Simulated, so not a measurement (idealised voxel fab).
The following process module bears the name voxel fin reveal.
The figure presents cross-section cut, which has a width of 150 nm and is divided into square cells with an edge length of 5 nm.
Format of a cross-section: grid, square cells. Given as bands. Order: top down. Band: one or more rows of cells. It is stipulated that each band's entry specify, in nanometres, the height of the top of the band and then that of its bottom, followed by the materials of the band in left-to-right sequence, each together with its width in nanometres. A single material marked by the word "edge to edge" is understood to fill the band from edge to edge; the word "blank" is understood to denote empty space. Basically, 0 is our baseline, since under it the wafer straight out of the box is all one material. The bottom band has no lower end and keeps on going down, so it looks like "z 0 and below". A width such as "30..40" changes by the same amount from each row of cells to the next, from the band's top row to its bottom row. "remained the same" for a step: no cell of the cross-section changed in that step. The entry titled "closed voids" provides the empty spaces that have no open way to the top, restricted to those of 8 cells or more. Each is presented as width x height at distance, the distance being measured from the left edge, with all three in nm. Past the settings on a step's line: simulator remark, on that step. overlay nm: where the mask lay relative to plan, measured to the right, on steps with a mask; negatives go left.

**Intended process steps**
step 1: RECEIVE [material Si]
step 2: CONFORMAL_DEP [material SiN] [thk nm 10]
step 3: MASKED_ETCH [tone cover] [mask id FINS] [width nm 15] [pitch nm 45] [etch materials SiN] [depth nm 10] [overlay nm 0]
step 4: MASKED_ETCH [tone cover] [mask id FINS] [width nm 15] [pitch nm 45] [etch materials Si] [depth nm 30] [overlay nm 0]
step 5: OXIDIZE [depth nm 5]
step 6: FILL_DEP [material SiO2] [thk nm 5]
step 7: CMP [height nm 10]
step 8: SELECTIVE_ETCH [etch materials SiO2] [depth nm 30]
step 9: STRIP [etch materials SiN]

**Cross-section, incoming material, after step 1**
z 0 and below  Si edge to edge
closed voids: none

**The cross-section shown corresponds to the wafer at the conclusion of the module. The initial structure and the process plan are those presented above; however, one mistake occurred in executing the plan**
z 0 to -5  blank (60), then Si (5), then blank (40), then Si (5), then blank (40)
z -5 to -20  blank (50), then Si (15), then blank (30), then Si (15), then blank (40)
z -20 to -35  SiO2 (50), then Si (15), then SiO2 (30), then Si (15), then SiO2 (40)
z -35 and below  Si edge to edge
closed voids: none
So what did we get wrong on this run? step 3 ran as: MASKED_ETCH [tone cover] [mask id FINS] [width nm 15] [pitch nm 45] [etch materials SiN] [depth nm 10] [overlay nm 10]
